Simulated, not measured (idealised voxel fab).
You're looking at the process module voxel wiring stack.
The cross-section on display is named cut; it measures 295 nm wide, and its cells are 5 nm squares.
For the purposes of this document, a cross-section shall be understood as a grid of square cells, specified as bands listed in top-to-bottom order, each band consisting of one or more rows of cells. In this notation a band is specified by the heights of its top and bottom, in that order and in nm, after which its materials appear from left to right, each paired with its width in nm. The word "full width" attached to a single material means that material fills the band from edge to edge; the word "blank" stands for empty space. Convention: height 0 is the level below which the wafer, as received, is all one material. The lowest band does not terminate at the bottom but continues downward, represented as "0..down". Width: "30..40" (first number = top row, second number = bottom row, same change from row to row of cells). Reading "no modifications" for a step: not a cell of the cross-section changed in it. The entry "Fully sealed voids" lists the empty spaces that cover at least 8 cells and have no open path to the top. Each is written as width x height at distance, where the distance is measured from the left edge and all three values are in nm. Formally, on a step line, whatever follows the settings is a remark that the simulator itself makes on the step. A step line may carry the setting "overlay nm", which, for steps involving a mask, states the distance by which the mask lay to the right of its intended position; negative values denote displacement to the left.

### Set out below are the planned steps of the process
1: RECEIVE | material Si
2: CONFORMAL_DEP | material SiO2 | thk nm 10
3: DIRECTIONAL_DEP | material TiN | thk nm 5
4: DIRECTIONAL_DEP | material Ru | thk nm 20
5: PATTERN | tone cover | mask id METAL_1 | material resist | width nm 30 | pitch nm 50 | thk nm 15 | overlay nm 0
6: DIRECTIONAL_ETCH | etch materials Ru | depth nm 20
7: DIRECTIONAL_ETCH | etch materials TiN | depth nm 5
8: STRIP | etch materials resist
9: FILL_DEP | material lowk | thk nm 10
10: CMP | height nm 35
11: CONFORMAL_DEP | material SiCN | thk nm 5
12: DIRECTIONAL_DEP | material lowk | thk nm 20
13: PATTERN | tone open | mask id PLUG_1 | material resist | width nm 15 | pitch nm 50 | thk nm 20 | overlay nm 0
14: DIRECTIONAL_ETCH | etch materials lowk | depth nm 20
15: DIRECTIONAL_ETCH | etch materials SiCN | depth nm 5
16: STRIP | etch materials resist
17: EPI | material Ru | thk nm 10
18: EPI | material Ru | thk nm 10
19: EPI | material Ru | thk nm 5
20: DIRECTIONAL_DEP | material TiN | thk nm 5
21: DIRECTIONAL_DEP | material W | thk nm 20
22: MASKED_ETCH | tone cover | mask id METAL_2 | width nm 30 | pitch nm 50 | etch materials W | depth nm 20 | overlay nm 0
23: MASKED_ETCH | tone cover | mask id METAL_2 | width nm 30 | pitch nm 50 | etch materials TiN | depth nm 5 | overlay nm 0
24: CONFORMAL_DEP | material SiN | thk nm 5
25: FILL_DEP | material SiO2 | thk nm 10
26: CMP | height nm 85
27: CONFORMAL_DEP | material SiCN | thk nm 5

### As-received state of the wafer in cross-section, equivalent to post-step 1
0..down = Si full width
Fully sealed voids: none

### Starting structure and process plan are as shown above, but one mistake was made in running the module; the wafer cross-section at the end of the module follows
90..85 = SiCN full width
85..65 = SiO2 75  SiN 5  W 35  SiN 5  SiO2 5  SiN 5  W 35  SiN 5  SiO2 5  SiN 5  W 35  SiN 5  SiO2 75
65..60 = SiN 80  TiN 35  SiN 15  TiN 35  SiN 15  TiN 35  SiN 80
60..40 = lowk 80  Ru 15  lowk 35  Ru 15  lowk 35  Ru 15  lowk 100
40..35 = SiCN 80  Ru 15  SiCN 35  Ru 15  SiCN 35  Ru 15  SiCN 100
35..15 = lowk 80  Ru 30  lowk 20  Ru 30  lowk 20  Ru 30  lowk 85
15..10 = lowk 80  TiN 30  lowk 20  TiN 30  lowk 20  TiN 30  lowk 85
10..0 = SiO2 full width
0..down = Si full width
Fully sealed voids: none
Misprocessing identified: heads up, step 22 didn't go per plan, it actually ran as MASKED_ETCH | tone cover | mask id METAL_2 | width nm 35 | pitch nm 50 | etch materials W | depth nm 20 | overlay nm 0
